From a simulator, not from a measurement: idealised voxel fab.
Process module under the name voxel released beams
In the cross-section labelled cut, the width is 280 nm and each square cell is 5 nm.
Throughout this document, each cross-section is represented as a grid of square cells and is presented as a sequence of bands enumerated from the top downward, where a band comprises one or more rows of cells.
Heights first: top, then bottom, in nm. Then materials, left to right, each with a width in nm. "everywhere" on a single material: fills the band edge to edge. "empty": empty space.
Heads up on the height convention: 0 is the point under which the incoming wafer is all one material, and the lowest band has no bottom, it just keeps going down, like "z 0 and below".
So if you see something like "30 to 40" for the width, read it as the top row of the band sitting at the first number and the bottom row at the second, with every row in between moving by the same amount as the last.
No cell of the cross-section changed in a step that is given as "all unchanged".
For the entry "Non-vented voids", the listed items are empty spaces with no open way to the top whose size is 8 cells or more; each item follows the pattern width x height at distance, where distance is from the left edge and all three are in nm.
What comes after the settings on a step's line is commentary from the simulator itself on that step.
For masked steps, "overlay nm" on the step line gives how far right of plan the mask actually lay; a minus sign means it lay to the left.

The steps planned for the process are as follows:
step 1: op RECEIVE | material Si
step 2: op CONFORMAL_DEP | material SiN | thk nm 10
step 3: op DIRECTIONAL_DEP | material SiO2 | thk nm 15
step 4: op MASKED_ETCH | tone open | mask id ANCHOR | width nm 30 | etch materials SiO2 | depth nm 15 | overlay nm 0
step 5: op CONFORMAL_DEP | material W | thk nm 10
step 6: op DIRECTIONAL_DEP | material aC | thk nm 10
step 7: op PATTERN | tone cover | mask id BEAM | material resist | width nm 85 | thk nm 30 | overlay nm 0
step 8: op DIRECTIONAL_ETCH | etch materials aC | depth nm 10
step 9: op STRIP | etch materials resist
step 10: op DIRECTIONAL_ETCH | etch materials W | depth nm 10
step 11: op STRIP | etch materials aC
step 12: op STRIP | etch materials SiO2

The following pertains to the first of two wafers, which was processed as planned:

Wafer at receipt (post step 1), cross-section:
* z 0 and below | Si everywhere
* Non-vented voids: none

Cross-section of the wafer subsequent to step 2:
* z 10 to 0 | SiN everywhere
* Anything lower than 0 is untouched.

Cross-section of the wafer subsequent to step 3:
* z 25 to 10 | SiO2 everywhere
* Anything lower than 10 is untouched.

Cross-section of the wafer subsequent to step 4:
* z 25 to 10 | SiO2 100 nm; empty 30 nm; SiO2 150 nm
* Anything lower than 10 is untouched.

Cross-section of the wafer subsequent to step 5:
* z 35 to 25 | W 110 nm; empty 10 nm; W 160 nm
* z 25 to 20 | SiO2 100 nm; W 10 nm; empty 10 nm; W 10 nm; SiO2 150 nm
* z 20 to 10 | SiO2 100 nm; W 30 nm; SiO2 150 nm
* Anything lower than 10 is untouched.

Cross-section of the wafer subsequent to step 6:
* z 45 to 35 | aC 110 nm; empty 10 nm; aC 160 nm
* z 35 to 30 | W 110 nm; empty 10 nm; W 160 nm
* z 30 to 25 | W 110 nm; aC 10 nm; W 160 nm
* z 25 to 20 | SiO2 100 nm; W 10 nm; aC 10 nm; W 10 nm; SiO2 150 nm
* Anything lower than 20 is untouched.

Cross-section of the wafer subsequent to step 7:
* z 75 to 45 | empty 95 nm; resist 85 nm; empty 100 nm
* z 45 to 35 | aC 110 nm; resist 10 nm; aC 160 nm
* z 35 to 30 | W 110 nm; resist 10 nm; W 160 nm
* Anything lower than 30 is untouched.

Cross-section of the wafer subsequent to step 8:
* z 65 to 45 | empty 95 nm; resist 85 nm; empty 100 nm
* z 45 to 35 | empty 95 nm; aC 15 nm; resist 10 nm; aC 60 nm; empty 100 nm
* Anything lower than 35 is untouched.

Cross-section of the wafer subsequent to step 9:
* z 45 to 35 | empty 95 nm; aC 15 nm; empty 10 nm; aC 60 nm; empty 100 nm
* z 35 to 30 | W 110 nm; empty 10 nm; W 160 nm
* Anything lower than 30 is untouched.

Cross-section of the wafer subsequent to step 10:
* z 45 to 35 | empty 95 nm; aC 15 nm; empty 10 nm; aC 60 nm; empty 100 nm
* z 35 to 30 | empty 95 nm; W 15 nm; empty 10 nm; W 60 nm; empty 100 nm
* z 30 to 25 | empty 95 nm; W 15 nm; aC 10 nm; W 60 nm; empty 100 nm
* Anything lower than 25 is untouched.

Cross-section of the wafer subsequent to step 11:
* z 35 to 25 | empty 95 nm; W 15 nm; empty 10 nm; W 60 nm; empty 100 nm
* z 25 to 20 | SiO2 100 nm; W 10 nm; empty 10 nm; W 10 nm; SiO2 150 nm
* Anything lower than 20 is untouched.

Cross-section of the wafer subsequent to step 12:
* z 35 to 25 | empty 95 nm; W 15 nm; empty 10 nm; W 60 nm; empty 100 nm
* z 25 to 20 | empty 100 nm; W 10 nm; empty 10 nm; W 10 nm; empty 150 nm
* z 20 to 10 | empty 100 nm; W 30 nm; empty 150 nm
* Anything lower than 10 is untouched.

Now the other wafer: same start, same recipe, but we messed up one thing when running it. Up to and including step 3 it's the same as the first one:

Planned end of step 4: second wafer, cross-section:
* z 25 to 10 | SiO2 100 nm; empty 30 nm; SiO2 150 nm
* Anything lower than 10 is untouched.

Planned end of step 5: second wafer, cross-section:
* z 35 to 25 | W 110 nm; empty 10 nm; W 160 nm
* z 25 to 20 | SiO2 100 nm; W 10 nm; empty 10 nm; W 10 nm; SiO2 150 nm
* z 20 to 10 | SiO2 100 nm; W 30 nm; SiO2 150 nm
* Anything lower than 10 is untouched.

Planned end of step 6: second wafer, cross-section:
* z 45 to 35 | aC 110 nm; empty 10 nm; aC 160 nm
* z 35 to 30 | W 110 nm; empty 10 nm; W 160 nm
* z 30 to 25 | W 110 nm; aC 10 nm; W 160 nm
* z 25 to 20 | SiO2 100 nm; W 10 nm; aC 10 nm; W 10 nm; SiO2 150 nm
* Anything lower than 20 is untouched.

Planned end of step 7: second wafer, cross-section:
* z 75 to 45 | empty 95 nm; resist 85 nm; empty 100 nm
* z 45 to 35 | aC 110 nm; resist 10 nm; aC 160 nm
* z 35 to 30 | W 110 nm; resist 10 nm; W 160 nm
* Anything lower than 30 is untouched.

Planned end of step 8: second wafer, cross-section:
* z 65 to 45 | empty 95 nm; resist 85 nm; empty 100 nm
* z 45 to 35 | empty 95 nm; aC 15 nm; resist 10 nm; aC 60 nm; empty 100 nm
* Anything lower than 35 is untouched.

Planned end of step 9: second wafer, cross-section:
* z 45 to 35 | empty 95 nm; aC 15 nm; empty 10 nm; aC 60 nm; empty 100 nm
* z 35 to 30 | W 110 nm; empty 10 nm; W 160 nm
* Anything lower than 30 is untouched.

Planned end of step 10: second wafer, cross-section:
* z 45 to 35 | empty 95 nm; aC 15 nm; empty 10 nm; aC 60 nm; empty 100 nm
* z 35 to 30 | empty 95 nm; W 15 nm; empty 10 nm; W 60 nm; empty 100 nm
* z 30 to 25 | empty 95 nm; W 15 nm; aC 10 nm; W 60 nm; empty 100 nm
* Anything lower than 25 is untouched.

Planned end of step 11: second wafer, cross-section:
* z 35 to 25 | empty 95 nm; W 15 nm; empty 10 nm; W 60 nm; empty 100 nm
* z 25 to 20 | SiO2 100 nm; W 10 nm; empty 10 nm; W 10 nm; SiO2 150 nm
* Anything lower than 20 is untouched.

Planned end of step 12: second wafer, cross-section:
* z 35 to 25 | empty 95 nm; W 15 nm; empty 10 nm; W 60 nm; empty 100 nm
* z 25 to 20 | empty 100 nm; W 10 nm; empty 10 nm; W 10 nm; empty 150 nm
* z 20 to 10 | empty 100 nm; W 30 nm; empty 150 nm
* Anything lower than 10 is untouched.
Deviation from plan: it should be noted that step 4 of the plan was executed twice
Outcome: the two wafer cross-sections end up identical, and the model's computation is unaffected by the mistake.
